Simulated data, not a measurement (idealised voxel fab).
Process module in this document: voxel wiring stack
The width of the displayed cross-section, cut, is 195 nm; its cells are square, with a size of 5 nm.
Think of the cross-section as a grid of square cells. We describe it in bands, top to bottom, and each band covers one or more rows of those cells.
What a band's entry tells you: where the top is and where the bottom is, as heights in nm, and after that what lies inside, material by material from left to right, each with its width in nm. Empty space is written as the word "air", and a single material marked with the word "edge to edge" occupies the band from edge to edge.
We count height from 0. Below that, the starting wafer is all one material. The lowest band never ends at the bottom but goes on down; see "0 and below" for how that is written.
You'd read "30->40" like this: the band's top row of cells is as wide as the first number, its bottom row is as wide as the second, and going down, every row changes width by the same amount as the row before did.
Key: "nothing got changed" - step with no changed cell in the cross-section.
Look at "Enclosed cavity list" for the closed voids: empty spaces with no open path to the top, sized 8 cells or up. Each is width x height at distance, distance from the left edge, all nm.
Step line, after settings: the simulator's comment on this step.
overlay nm: for a step with a mask, the amount by which the mask lay right of where it was planned; a negative amount means left of it.

INTENDED PROCESS STEPS
1,RECEIVE [material Si]
2,CONFORMAL_DEP [material SiO2] [thk nm 10]
3,CONFORMAL_DEP [material SiCN] [thk nm 5]
4,DIRECTIONAL_DEP [material SiO2] [thk nm 15]
5,PATTERN [tone open] [mask id METAL_1] [material resist] [width nm 25] [pitch nm 55] [thk nm 15] [overlay nm 0]
6,DIRECTIONAL_ETCH [etch materials SiO2] [depth nm 15]
7,DIRECTIONAL_ETCH [etch materials SiCN] [depth nm 5]
8,STRIP [etch materials resist]
9,CONFORMAL_DEP [material TiN] [thk nm 5]
10,FILL_DEP [material W] [thk nm 5]
11,CMP [height nm 30]
12,CONFORMAL_DEP [material SiCN] [thk nm 5]
13,DIRECTIONAL_DEP [material lowk] [thk nm 15]
14,PATTERN [tone open] [mask id PLUG_1] [material resist] [width nm 15] [pitch nm 55] [thk nm 15] [overlay nm 0]
15,DIRECTIONAL_ETCH [etch materials lowk] [depth nm 15]
16,DIRECTIONAL_ETCH [etch materials SiCN] [depth nm 5]
17,STRIP [etch materials resist]
18,CONFORMAL_DEP [material TiN] [thk nm 5]
19,FILL_DEP [material Ru] [thk nm 10]
20,CMP [height nm 50]
21,DIRECTIONAL_DEP [material TiN] [thk nm 5]
22,DIRECTIONAL_DEP [material W] [thk nm 15]
23,DIRECTIONAL_DEP [material aC] [thk nm 10]
24,PATTERN [tone cover] [mask id METAL_2] [material resist] [width nm 25] [pitch nm 55] [thk nm 25] [overlay nm 0]
25,DIRECTIONAL_ETCH [etch materials aC] [depth nm 10]
26,STRIP [etch materials resist]
27,DIRECTIONAL_ETCH [etch materials W] [depth nm 15]
28,DIRECTIONAL_ETCH [etch materials TiN] [depth nm 5]
29,STRIP [etch materials aC]
30,CONFORMAL_DEP [material SiN] [thk nm 5]
31,FILL_DEP [material SiO2] [thk nm 5]
32,CMP [height nm 70]
33,CONFORMAL_DEP [material SiCN] [thk nm 5]
34,DIRECTIONAL_DEP [material lowk] [thk nm 25]
35,MASKED_ETCH [tone open] [mask id METAL_3_HOLES] [width nm 15] [etch materials lowk] [depth nm 25] [overlay nm 0]
36,PATTERN [tone open] [mask id METAL_3] [material resist] [width nm 25] [pitch nm 55] [thk nm 20] [overlay nm 0]
37,DIRECTIONAL_ETCH [etch materials lowk] [depth nm 15]
38,DIRECTIONAL_ETCH [etch materials SiCN] [depth nm 5]
39,STRIP [etch materials resist]
40,CONFORMAL_DEP [material TiN] [thk nm 5]
41,FILL_DEP [material Cu] [thk nm 10]
42,CMP [height nm 100]
43,CONFORMAL_DEP [material SiCN] [thk nm 5]

WAFER, FIRST OF TWO, RUN AS PLANNED

CROSS-SECTION OF THE INCOMING WAFER, STATE AFTER STEP 1
  0 and below: Si edge to edge
  Enclosed cavity list: none

HOW THE WAFER STANDS IN SECTION AFTER STEP 2
  10 down to 0: SiO2 edge to edge
  Unchanged below 0.

HOW THE WAFER STANDS IN SECTION AFTER STEP 3
  15 down to 10: SiCN edge to edge
  Unchanged below 10.

HOW THE WAFER STANDS IN SECTION AFTER STEP 4
  30 down to 15: SiO2 edge to edge
  Unchanged below 15.

HOW THE WAFER STANDS IN SECTION AFTER STEP 5
  45 down to 30: 55 of resist, 25 of air, 30 of resist, 25 of air, 60 of resist
  Unchanged below 30.

HOW THE WAFER STANDS IN SECTION AFTER STEP 6
  45 down to 30: 55 of resist, 25 of air, 30 of resist, 25 of air, 60 of resist
  30 down to 15: 55 of SiO2, 25 of air, 30 of SiO2, 25 of air, 60 of SiO2
  Unchanged below 15.

HOW THE WAFER STANDS IN SECTION AFTER STEP 7
  45 down to 30: 55 of resist, 25 of air, 30 of resist, 25 of air, 60 of resist
  30 down to 15: 55 of SiO2, 25 of air, 30 of SiO2, 25 of air, 60 of SiO2
  15 down to 10: 55 of SiCN, 25 of air, 30 of SiCN, 25 of air, 60 of SiCN
  Unchanged below 10.

HOW THE WAFER STANDS IN SECTION AFTER STEP 8
  30 down to 15: 55 of SiO2, 25 of air, 30 of SiO2, 25 of air, 60 of SiO2
  Unchanged below 15.

HOW THE WAFER STANDS IN SECTION AFTER STEP 9
  35 down to 30: 60 of TiN, 15 of air, 40 of TiN, 15 of air, 65 of TiN
  30 down to 15: 55 of SiO2, 5 of TiN, 15 of air, 5 of TiN, 30 of SiO2, 5 of TiN, 15 of air, 5 of TiN, 60 of SiO2
  15 down to 10: 55 of SiCN, 25 of TiN, 30 of SiCN, 25 of TiN, 60 of SiCN
  Unchanged below 10.

HOW THE WAFER STANDS IN SECTION AFTER STEP 10
  40 down to 35: W edge to edge
  35 down to 30: 60 of TiN, 15 of W, 40 of TiN, 15 of W, 65 of TiN
  30 down to 15: 55 of SiO2, 5 of TiN, 15 of W, 5 of TiN, 30 of SiO2, 5 of TiN, 15 of W, 5 of TiN, 60 of SiO2
  Unchanged below 15.

HOW THE WAFER STANDS IN SECTION AFTER STEP 11
  30 down to 15: 55 of SiO2, 5 of TiN, 15 of W, 5 of TiN, 30 of SiO2, 5 of TiN, 15 of W, 5 of TiN, 60 of SiO2
  Unchanged below 15.

HOW THE WAFER STANDS IN SECTION AFTER STEP 12
  35 down to 30: SiCN edge to edge
  Unchanged below 30.

HOW THE WAFER STANDS IN SECTION AFTER STEP 13
  50 down to 35: lowk edge to edge
  Unchanged below 35.

HOW THE WAFER STANDS IN SECTION AFTER STEP 14
  65 down to 50: 55 of resist, 15 of air, 40 of resist, 15 of air, 70 of resist
  Unchanged below 50.

HOW THE WAFER STANDS IN SECTION AFTER STEP 15
  65 down to 50: 55 of resist, 15 of air, 40 of resist, 15 of air, 70 of resist
  50 down to 35: 55 of lowk, 15 of air, 40 of lowk, 15 of air, 70 of lowk
  Unchanged below 35.

HOW THE WAFER STANDS IN SECTION AFTER STEP 16
  65 down to 50: 55 of resist, 15 of air, 40 of resist, 15 of air, 70 of resist
  50 down to 35: 55 of lowk, 15 of air, 40 of lowk, 15 of air, 70 of lowk
  35 down to 30: 55 of SiCN, 15 of air, 40 of SiCN, 15 of air, 70 of SiCN
  Unchanged below 30.

HOW THE WAFER STANDS IN SECTION AFTER STEP 17
  50 down to 35: 55 of lowk, 15 of air, 40 of lowk, 15 of air, 70 of lowk
  Unchanged below 35.

HOW THE WAFER STANDS IN SECTION AFTER STEP 18
  55 down to 50: 60 of TiN, 5 of air, 50 of TiN, 5 of air, 75 of TiN
  50 down to 35: 55 of lowk, 5 of TiN, 5 of air, 5 of TiN, 40 of lowk, 5 of TiN, 5 of air, 5 of TiN, 70 of lowk
  35 down to 30: 55 of SiCN, 15 of TiN, 40 of SiCN, 15 of TiN, 70 of SiCN
  Unchanged below 30.

HOW THE WAFER STANDS IN SECTION AFTER STEP 19
  65 down to 55: Ru edge to edge
  55 down to 50: 60 of TiN, 5 of Ru, 50 of TiN, 5 of Ru, 75 of TiN
  50 down to 35: 55 of lowk, 5 of TiN, 5 of Ru, 5 of TiN, 40 of lowk, 5 of TiN, 5 of Ru, 5 of TiN, 70 of lowk
  Unchanged below 35.

HOW THE WAFER STANDS IN SECTION AFTER STEP 20
  50 down to 35: 55 of lowk, 5 of TiN, 5 of Ru, 5 of TiN, 40 of lowk, 5 of TiN, 5 of Ru, 5 of TiN, 70 of lowk
  Unchanged below 35.

HOW THE WAFER STANDS IN SECTION AFTER STEP 21
  55 down to 50: TiN edge to edge
  Unchanged below 50.

HOW THE WAFER STANDS IN SECTION AFTER STEP 22
  70 down to 55: W edge to edge
  Unchanged below 55.

HOW THE WAFER STANDS IN SECTION AFTER STEP 23
  80 down to 70: aC edge to edge
  Unchanged below 70.

HOW THE WAFER STANDS IN SECTION AFTER STEP 24
  105 down to 80: 55 of air, 25 of resist, 30 of air, 25 of resist, 60 of air
  Unchanged below 80.

HOW THE WAFER STANDS IN SECTION AFTER STEP 25
  95 down to 80: 55 of air, 25 of resist, 30 of air, 25 of resist, 60 of air
  80 down to 70: 55 of air, 25 of aC, 30 of air, 25 of aC, 60 of air
  Unchanged below 70.

HOW THE WAFER STANDS IN SECTION AFTER STEP 26
  80 down to 70: 55 of air, 25 of aC, 30 of air, 25 of aC, 60 of air
  Unchanged below 70.

HOW THE WAFER STANDS IN SECTION AFTER STEP 27
  80 down to 70: 55 of air, 25 of aC, 30 of air, 25 of aC, 60 of air
  70 down to 55: 55 of air, 25 of W, 30 of air, 25 of W, 60 of air
  Unchanged below 55.

HOW THE WAFER STANDS IN SECTION AFTER STEP 28
  80 down to 70: 55 of air, 25 of aC, 30 of air, 25 of aC, 60 of air
  70 down to 55: 55 of air, 25 of W, 30 of air, 25 of W, 60 of air
  55 down to 50: 55 of air, 25 of TiN, 30 of air, 25 of TiN, 60 of air
  Unchanged below 50.

HOW THE WAFER STANDS IN SECTION AFTER STEP 29
  70 down to 55: 55 of air, 25 of W, 30 of air, 25 of W, 60 of air
  Unchanged below 55.

HOW THE WAFER STANDS IN SECTION AFTER STEP 30
  75 down to 70: 50 of air, 35 of SiN, 20 of air, 35 of SiN, 55 of air
  70 down to 55: 50 of air, 5 of SiN, 25 of W, 5 of SiN, 20 of air, 5 of SiN, 25 of W, 5 of SiN, 55 of air
  55 down to 50: 55 of SiN, 25 of TiN, 30 of SiN, 25 of TiN, 60 of SiN
  Unchanged below 50.

HOW THE WAFER STANDS IN SECTION AFTER STEP 31
  80 down to 75: SiO2 edge to edge
  75 down to 70: 50 of SiO2, 35 of SiN, 20 of SiO2, 35 of SiN, 55 of SiO2
  70 down to 55: 50 of SiO2, 5 of SiN, 25 of W, 5 of SiN, 20 of SiO2, 5 of SiN, 25 of W, 5 of SiN, 55 of SiO2
  Unchanged below 55.

HOW THE WAFER STANDS IN SECTION AFTER STEP 32
  70 down to 55: 50 of SiO2, 5 of SiN, 25 of W, 5 of SiN, 20 of SiO2, 5 of SiN, 25 of W, 5 of SiN, 55 of SiO2
  Unchanged below 55.

HOW THE WAFER STANDS IN SECTION AFTER STEP 33
  75 down to 70: SiCN edge to edge
  Unchanged below 70.

HOW THE WAFER STANDS IN SECTION AFTER STEP 34
  100 down to 75: lowk edge to edge
  Unchanged below 75.

HOW THE WAFER STANDS IN SECTION AFTER STEP 35
  100 down to 75: 55 of lowk, 15 of air, 125 of lowk
  Unchanged below 75.

HOW THE WAFER STANDS IN SECTION AFTER STEP 36
  120 down to 100: 55 of resist, 25 of air, 30 of resist, 25 of air, 60 of resist
  Unchanged below 100.

HOW THE WAFER STANDS IN SECTION AFTER STEP 37
  120 down to 100: 55 of resist, 25 of air, 30 of resist, 25 of air, 60 of resist
  100 down to 85: 55 of lowk, 25 of air, 30 of lowk, 25 of air, 60 of lowk
  Unchanged below 85.

HOW THE WAFER STANDS IN SECTION AFTER STEP 38
  120 down to 100: 55 of resist, 25 of air, 30 of resist, 25 of air, 60 of resist
  100 down to 85: 55 of lowk, 25 of air, 30 of lowk, 25 of air, 60 of lowk
  85 down to 75: 55 of lowk, 15 of air, 125 of lowk
  75 down to 70: 55 of SiCN, 15 of air, 125 of SiCN
  Unchanged below 70.

HOW THE WAFER STANDS IN SECTION AFTER STEP 39
  100 down to 85: 55 of lowk, 25 of air, 30 of lowk, 25 of air, 60 of lowk
  Unchanged below 85.

HOW THE WAFER STANDS IN SECTION AFTER STEP 40
  105 down to 100: 60 of TiN, 15 of air, 40 of TiN, 15 of air, 65 of TiN
  100 down to 90: 55 of lowk, 5 of TiN, 15 of air, 5 of TiN, 30 of lowk, 5 of TiN, 15 of air, 5 of TiN, 60 of lowk
  90 down to 85: 55 of lowk, 5 of TiN, 5 of air, 15 of TiN, 30 of lowk, 25 of TiN, 60 of lowk
  85 down to 75: 55 of lowk, 5 of TiN, 5 of air, 5 of TiN, 125 of lowk
  75 down to 70: 55 of SiCN, 15 of TiN, 125 of SiCN
  Unchanged below 70.

HOW THE WAFER STANDS IN SECTION AFTER STEP 41
  115 down to 105: Cu edge to edge
  105 down to 100: 60 of TiN, 15 of Cu, 40 of TiN, 15 of Cu, 65 of TiN
  100 down to 90: 55 of lowk, 5 of TiN, 15 of Cu, 5 of TiN, 30 of lowk, 5 of TiN, 15 of Cu, 5 of TiN, 60 of lowk
  90 down to 85: 55 of lowk, 5 of TiN, 5 of Cu, 15 of TiN, 30 of lowk, 25 of TiN, 60 of lowk
  85 down to 75: 55 of lowk, 5 of TiN, 5 of Cu, 5 of TiN, 125 of lowk
  Unchanged below 75.

HOW THE WAFER STANDS IN SECTION AFTER STEP 42
  100 down to 90: 55 of lowk, 5 of TiN, 15 of Cu, 5 of TiN, 30 of lowk, 5 of TiN, 15 of Cu, 5 of TiN, 60 of lowk
  Unchanged below 90.

HOW THE WAFER STANDS IN SECTION AFTER STEP 43
  105 down to 100: SiCN edge to edge
  Unchanged below 100.

SECOND WAFER, SAME STARTING CONDITIONS AND RECIPE AS THE FIRST, ONE MISTAKE IN EXECUTING IT, NOTHING DIFFERS FROM THE FIRST UP TO AND INCLUDING STEP 19

Cross-section of the second wafer at the time step 20 of the plan should have ended: nothing got changed

CROSS-SECTION OF THE SECOND WAFER AT THE TIME STEP 21 OF THE PLAN SHOULD HAVE ENDED
  70 down to 65: TiN edge to edge
  Unchanged below 65.

CROSS-SECTION OF THE SECOND WAFER AT THE TIME STEP 22 OF THE PLAN SHOULD HAVE ENDED
  85 down to 70: W edge to edge
  Unchanged below 70.

CROSS-SECTION OF THE SECOND WAFER AT THE TIME STEP 23 OF THE PLAN SHOULD HAVE ENDED
  95 down to 85: aC edge to edge
  Unchanged below 85.

CROSS-SECTION OF THE SECOND WAFER AT THE TIME STEP 24 OF THE PLAN SHOULD HAVE ENDED
  120 down to 95: 55 of air, 25 of resist, 30 of air, 25 of resist, 60 of air
  Unchanged below 95.

CROSS-SECTION OF THE SECOND WAFER AT THE TIME STEP 25 OF THE PLAN SHOULD HAVE ENDED
  110 down to 95: 55 of air, 25 of resist, 30 of air, 25 of resist, 60 of air
  95 down to 85: 55 of air, 25 of aC, 30 of air, 25 of aC, 60 of air
  Unchanged below 85.

CROSS-SECTION OF THE SECOND WAFER AT THE TIME STEP 26 OF THE PLAN SHOULD HAVE ENDED
  95 down to 85: 55 of air, 25 of aC, 30 of air, 25 of aC, 60 of air
  Unchanged below 85.

CROSS-SECTION OF THE SECOND WAFER AT THE TIME STEP 27 OF THE PLAN SHOULD HAVE ENDED
  95 down to 85: 55 of air, 25 of aC, 30 of air, 25 of aC, 60 of air
  85 down to 70: 55 of air, 25 of W, 30 of air, 25 of W, 60 of air
  Unchanged below 70.

CROSS-SECTION OF THE SECOND WAFER AT THE TIME STEP 28 OF THE PLAN SHOULD HAVE ENDED
  95 down to 85: 55 of air, 25 of aC, 30 of air, 25 of aC, 60 of air
  85 down to 70: 55 of air, 25 of W, 30 of air, 25 of W, 60 of air
  70 down to 65: 55 of air, 25 of TiN, 30 of air, 25 of TiN, 60 of air
  Unchanged below 65.

CROSS-SECTION OF THE SECOND WAFER AT THE TIME STEP 29 OF THE PLAN SHOULD HAVE ENDED
  85 down to 70: 55 of air, 25 of W, 30 of air, 25 of W, 60 of air
  Unchanged below 70.

CROSS-SECTION OF THE SECOND WAFER AT THE TIME STEP 30 OF THE PLAN SHOULD HAVE ENDED
  90 down to 85: 50 of air, 35 of SiN, 20 of air, 35 of SiN, 55 of air
  85 down to 70: 50 of air, 5 of SiN, 25 of W, 5 of SiN, 20 of air, 5 of SiN, 25 of W, 5 of SiN, 55 of air
  70 down to 65: 55 of SiN, 25 of TiN, 30 of SiN, 25 of TiN, 60 of SiN
  Unchanged below 65.

CROSS-SECTION OF THE SECOND WAFER AT THE TIME STEP 31 OF THE PLAN SHOULD HAVE ENDED
  95 down to 90: SiO2 edge to edge
  90 down to 85: 50 of SiO2, 35 of SiN, 20 of SiO2, 35 of SiN, 55 of SiO2
  85 down to 70: 50 of SiO2, 5 of SiN, 25 of W, 5 of SiN, 20 of SiO2, 5 of SiN, 25 of W, 5 of SiN, 55 of SiO2
  Unchanged below 70.

CROSS-SECTION OF THE SECOND WAFER AT THE TIME STEP 32 OF THE PLAN SHOULD HAVE ENDED
  70 down to 65: 55 of SiN, 25 of TiN, 30 of SiN, 25 of TiN, 60 of SiN
  Unchanged below 65.

CROSS-SECTION OF THE SECOND WAFER AT THE TIME STEP 33 OF THE PLAN SHOULD HAVE ENDED
  75 down to 70: SiCN edge to edge
  Unchanged below 70.

CROSS-SECTION OF THE SECOND WAFER AT THE TIME STEP 34 OF THE PLAN SHOULD HAVE ENDED
  100 down to 75: lowk edge to edge
  Unchanged below 75.

CROSS-SECTION OF THE SECOND WAFER AT THE TIME STEP 35 OF THE PLAN SHOULD HAVE ENDED
  100 down to 75: 55 of lowk, 15 of air, 125 of lowk
  Unchanged below 75.

CROSS-SECTION OF THE SECOND WAFER AT THE TIME STEP 36 OF THE PLAN SHOULD HAVE ENDED
  120 down to 100: 55 of resist, 25 of air, 30 of resist, 25 of air, 60 of resist
  Unchanged below 100.

CROSS-SECTION OF THE SECOND WAFER AT THE TIME STEP 37 OF THE PLAN SHOULD HAVE ENDED
  120 down to 100: 55 of resist, 25 of air, 30 of resist, 25 of air, 60 of resist
  100 down to 85: 55 of lowk, 25 of air, 30 of lowk, 25 of air, 60 of lowk
  Unchanged below 85.

CROSS-SECTION OF THE SECOND WAFER AT THE TIME STEP 38 OF THE PLAN SHOULD HAVE ENDED
  120 down to 100: 55 of resist, 25 of air, 30 of resist, 25 of air, 60 of resist
  100 down to 85: 55 of lowk, 25 of air, 30 of lowk, 25 of air, 60 of lowk
  85 down to 75: 55 of lowk, 15 of air, 125 of lowk
  75 down to 70: 55 of SiCN, 15 of air, 125 of SiCN
  Unchanged below 70.

CROSS-SECTION OF THE SECOND WAFER AT THE TIME STEP 39 OF THE PLAN SHOULD HAVE ENDED
  100 down to 85: 55 of lowk, 25 of air, 30 of lowk, 25 of air, 60 of lowk
  Unchanged below 85.

CROSS-SECTION OF THE SECOND WAFER AT THE TIME STEP 40 OF THE PLAN SHOULD HAVE ENDED
  105 down to 100: 60 of TiN, 15 of air, 40 of TiN, 15 of air, 65 of TiN
  100 down to 90: 55 of lowk, 5 of TiN, 15 of air, 5 of TiN, 30 of lowk, 5 of TiN, 15 of air, 5 of TiN, 60 of lowk
  90 down to 85: 55 of lowk, 5 of TiN, 5 of air, 15 of TiN, 30 of lowk, 25 of TiN, 60 of lowk
  85 down to 75: 55 of lowk, 5 of TiN, 5 of air, 5 of TiN, 125 of lowk
  75 down to 70: 55 of SiCN, 15 of TiN, 125 of SiCN
  Unchanged below 70.

CROSS-SECTION OF THE SECOND WAFER AT THE TIME STEP 41 OF THE PLAN SHOULD HAVE ENDED
  115 down to 105: Cu edge to edge
  105 down to 100: 60 of TiN, 15 of Cu, 40 of TiN, 15 of Cu, 65 of TiN
  100 down to 90: 55 of lowk, 5 of TiN, 15 of Cu, 5 of TiN, 30 of lowk, 5 of TiN, 15 of Cu, 5 of TiN, 60 of lowk
  90 down to 85: 55 of lowk, 5 of TiN, 5 of Cu, 15 of TiN, 30 of lowk, 25 of TiN, 60 of lowk
  85 down to 75: 55 of lowk, 5 of TiN, 5 of Cu, 5 of TiN, 125 of lowk
  Unchanged below 75.

CROSS-SECTION OF THE SECOND WAFER AT THE TIME STEP 42 OF THE PLAN SHOULD HAVE ENDED
  100 down to 90: 55 of lowk, 5 of TiN, 15 of Cu, 5 of TiN, 30 of lowk, 5 of TiN, 15 of Cu, 5 of TiN, 60 of lowk
  Unchanged below 90.

CROSS-SECTION OF THE SECOND WAFER AT THE TIME STEP 43 OF THE PLAN SHOULD HAVE ENDED
  105 down to 100: SiCN edge to edge
  Unchanged below 100.
In executing the process, a mistake was made relative to the plan: step 20 from the plan never happened, it was just skipped
Wafer comparison, final, in cells, second relative to first, materials more or fewer: +80 Ru; -12 SiN; -75 SiO2; +37 TiN; -30 W
